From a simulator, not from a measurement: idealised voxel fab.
The following process module bears the name voxel gate over fins.
Shown is cross-section cut, with a width of 275 nm and square cells of size 5 nm.
If you're reading a cross-section in this doc, picture square cells in a grid; it comes to you as bands, top ones listed first down to the bottom, and a band can be one or more rows of cells. Read a band's entry like this: the first values are the height of its top and the height of its bottom in nm, and what follows is the sequence of materials from left to right, each with its width in nm. Note that "empty" is empty space, and that a single material marked "throughout" reaches across the band from edge to edge. Height is counted from the level 0, under which the received wafer is composed throughout of one material. The lowest of the bands is not closed at the bottom but continues downward, in the notation "0 and below". Graded width ("30..40"): value in top row of band = first number; value in bottom row = second number; row-to-row change constant. A step reported as "changes: none" is a step in which no cell of the cross-section changed. You'll see "Non-vented voids" listing empty spaces that have no way open to the top, as long as they're 8 cells or more; the notation is width x height at distance, where the distance is from the left edge, and all of it is in nm. On a step's line, text after the settings is the simulator commenting on that step. What "overlay nm" on a step's line means: if the step has a mask, that mask lay this far to the right of its planned place, or, when the value is negative, to the left.

[Planned process steps]
1 RECEIVE [material Si]
2 CONFORMAL_DEP [material SiN] [thk nm 10]
3 DIRECTIONAL_DEP [material aC] [thk nm 15]
4 PATTERN [tone cover] [mask id FINS] [material resist] [width nm 15] [pitch nm 50] [thk nm 35] [overlay nm 0]
5 DIRECTIONAL_ETCH [etch materials aC] [depth nm 15]
6 STRIP [etch materials resist]
7 DIRECTIONAL_ETCH [etch materials SiN] [depth nm 10]
8 DIRECTIONAL_ETCH [etch materials Si] [depth nm 40]
9 STRIP [etch materials aC]
10 OXIDIZE [depth nm 5]
11 FILL_DEP [material SiO2] [thk nm 15]
12 CMP [height nm 10]
13 MASKED_ETCH [tone open] [mask id RAIL] [width nm 15] [etch materials SiO2] [depth nm 45] [overlay nm 0]
14 CONFORMAL_DEP [material TiN] [thk nm 5]
15 FILL_DEP [material W] [thk nm 10]
16 CMP [height nm 10]
17 SELECTIVE_ETCH [etch materials W Ru TiN] [depth nm 30]
18 FILL_DEP [material SiO2] [thk nm 5]
19 CMP [height nm 10]
20 SELECTIVE_ETCH [etch materials SiO2] [depth nm 20]
21 STRIP [etch materials SiN]
22 CONFORMAL_DEP [material HfO2] [thk nm 5]
23 CONFORMAL_DEP [material TiN] [thk nm 5]
24 CONFORMAL_DEP [material TiAl] [thk nm 5]
25 CONFORMAL_DEP [material TiN] [thk nm 5]
26 FILL_DEP [material W] [thk nm 15]
27 CMP [height nm 30]
28 CONFORMAL_DEP [material SiCN] [thk nm 10]

[So this is the incoming wafer in cross-section - it's already been through step 1]
> 0 and below  Si throughout
> Non-vented voids: none

[This is how the wafer looks in cross-section once the module is done, given the starting state and plan above and one mistake in carrying the plan out]
> 40 down to 30  SiCN throughout
> 30 down to 20  W throughout
> 20 down to 15  W=90, TiN=100, W=85
> 15 down to 10  W=90, TiN=5, TiAl=40, TiN=10, TiAl=40, TiN=5, W=85
> 10 down to 5  TiN=95, TiAl=5, TiN=30, TiAl=5, TiN=10, TiAl=5, TiN=30, TiAl=5, TiN=90
> 5 down to 0  TiAl=100, TiN=5, HfO2=20, TiN=5, TiAl=20, TiN=5, HfO2=20, TiN=5, TiAl=95
> 0 down to -5  TiN=105, HfO2=5, Si=10, HfO2=5, TiN=30, HfO2=5, Si=10, HfO2=5, TiN=100
> -5 down to -10  HfO2=110, Si=10, HfO2=40, Si=10, HfO2=105
> -10 down to -20  SiO2=110, Si=10, SiO2=40, Si=10, SiO2=105
> -20 down to -30  SiO2=110, Si=10, SiO2=10, TiN=5, W=5, TiN=5, SiO2=15, Si=10, SiO2=105
> -30 down to -35  SiO2=110, Si=10, SiO2=10, TiN=15, SiO2=15, Si=10, SiO2=105
> -35 down to -45  SiO2=110, Si=10, SiO2=40, Si=10, SiO2=105
> -45 and below  Si throughout
> Non-vented voids: none
Error vs. plan: step 4 off recipe, ran as PATTERN [tone cover] [mask id FINS] [material resist] [width nm 20] [pitch nm 50] [thk nm 35] [overlay nm 0]
